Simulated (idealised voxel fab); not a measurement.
Documented hereafter: the process module known as voxel gate over fins.
300 nm wide, 5 nm square cells: that's cross-section cut.
A cross-section is a grid of square cells, given in bands from the top down. A band is one or more rows of cells.
For a band, the entry starts with two heights in nm, that of the top and then that of the bottom, and carries on with the band's materials in order from left to right, each alongside its width in nm; the word "all across" beside a single material means it fills the band edge to edge, and "air" means empty space.
Heads up on the height convention: 0 is the point under which the incoming wafer is all one material, and the lowest band has no bottom, it just keeps going down, like "0 nm and below".
When a width is written as two numbers, as in "30..40", the first number is the width in the top row of cells of the band and the second is the width in its bottom row, and the width changes by the same amount from each row to the next.
"all unchanged" -> step changed no cross-section cell.
Reported under the label "Voids, sealed" are the empty spaces having no open way to the top and comprising 8 cells or more; the notation for each is width x height at distance, in which the distance is measured from the left edge and all three values are in nm.
Post-settings text on a step line: simulator's own remark regarding the step.
"overlay nm" answers the question of how far to the right of plan the mask lay on a step that has a mask, and when it is negative the answer is to the left.
-- List of planned process steps
- 1: RECEIVE [material Si]
- 2: CONFORMAL_DEP [material SiN] [thk nm 10]
- 3: DIRECTIONAL_DEP [material aC] [thk nm 15]
- 4: PATTERN [tone cover] [mask id FINS] [material resist] [width nm 15] [pitch nm 40] [thk nm 35] [overlay nm 0]
- 5: DIRECTIONAL_ETCH [etch materials aC] [depth nm 15]
- 6: STRIP [etch materials resist]
- 7: DIRECTIONAL_ETCH [etch materials SiN] [depth nm 10]
- 8: DIRECTIONAL_ETCH [etch materials Si] [depth nm 30]
- 9: STRIP [etch materials aC]
- 10: OXIDIZE [depth nm 5]
- 11: FILL_DEP [material SiO2] [thk nm 5]
- 12: CMP [height nm 10]
- 13: SELECTIVE_ETCH [etch materials SiO2] [depth nm 25]
- 14: STRIP [etch materials SiN]
- 15: CONFORMAL_DEP [material HfO2] [thk nm 5]
- 16: CONFORMAL_DEP [material TiN] [thk nm 5]
- 17: FILL_DEP [material W] [thk nm 15]
- 18: CMP [height nm 20]
- 19: CONFORMAL_DEP [material SiCN] [thk nm 10]
-- Cross-section of the incoming wafer, state after step 1
  0 nm and below | Si all across
  Voids, sealed: none
-- The first of the two wafers as seen in cross-section once the module was finished; processing followed the plan
  30 nm to 20 nm | SiCN all across
  20 nm to 10 nm | W all across
  10 nm to 5 nm | 95 nm W; 25 nm TiN; 15 nm W; 25 nm TiN; 15 nm W; 25 nm TiN; 100 nm W
  5 nm to 0 nm | 95 nm W; 5 nm TiN; 15 nm HfO2; 5 nm TiN; 15 nm W; 5 nm TiN; 15 nm HfO2; 5 nm TiN; 15 nm W; 5 nm TiN; 15 nm HfO2; 5 nm TiN; 100 nm W
  0 nm to -5 nm | 95 nm W; 5 nm TiN; 5 nm HfO2; 5 nm Si; 5 nm HfO2; 5 nm TiN; 15 nm W; 5 nm TiN; 5 nm HfO2; 5 nm Si; 5 nm HfO2; 5 nm TiN; 15 nm W; 5 nm TiN; 5 nm HfO2; 5 nm Si; 5 nm HfO2; 5 nm TiN; 100 nm W
  -5 nm to -10 nm | 100 nm TiN; 5 nm HfO2; 5 nm Si; 5 nm HfO2; 25 nm TiN; 5 nm HfO2; 5 nm Si; 5 nm HfO2; 25 nm TiN; 5 nm HfO2; 5 nm Si; 5 nm HfO2; 105 nm TiN
  -10 nm to -15 nm | 105 nm HfO2; 5 nm Si; 35 nm HfO2; 5 nm Si; 35 nm HfO2; 5 nm Si; 110 nm HfO2
  -15 nm to -35 nm | 105 nm SiO2; 5 nm Si; 35 nm SiO2; 5 nm Si; 35 nm SiO2; 5 nm Si; 110 nm SiO2
  -35 nm and below | Si all across
  Voids, sealed: none
-- Second of two wafers, module complete, sectioned: it shares the first wafer's start and plan but was run with one mistake
  30 nm to 20 nm | SiCN all across
  20 nm to 15 nm | TiN all across
  15 nm to 10 nm | 105 nm HfO2; 5 nm TiN; 35 nm HfO2; 5 nm TiN; 35 nm HfO2; 5 nm TiN; 110 nm HfO2
  10 nm to 5 nm | 100 nm TiN; 5 nm HfO2; 5 nm TiN; 5 nm HfO2; 25 nm TiN; 5 nm HfO2; 5 nm TiN; 5 nm HfO2; 25 nm TiN; 5 nm HfO2; 5 nm TiN; 5 nm HfO2; 105 nm TiN
  5 nm to 0 nm | 100 nm TiN; 15 nm HfO2; 25 nm TiN; 15 nm HfO2; 25 nm TiN; 15 nm HfO2; 105 nm TiN
  0 nm to -30 nm | 100 nm TiN; 5 nm SiO2; 5 nm Si; 5 nm SiO2; 25 nm TiN; 5 nm SiO2; 5 nm Si; 5 nm SiO2; 25 nm TiN; 5 nm SiO2; 5 nm Si; 5 nm SiO2; 105 nm TiN
  -30 nm to -35 nm | 105 nm SiO2; 5 nm Si; 35 nm SiO2; 5 nm Si; 35 nm SiO2; 5 nm Si; 110 nm SiO2
  -35 nm and below | Si all across
  Voids, sealed: none
In executing the process, a mistake was made relative to the plan: step 11 went in with a setting other than planned; the actual run was FILL_DEP [material TiN] [thk nm 5]
In the final state, the cell counts of the second wafer exceed or fall short of those of the first for the following materials: -6 HfO2, -135 SiO2, +396 TiN, -255 W
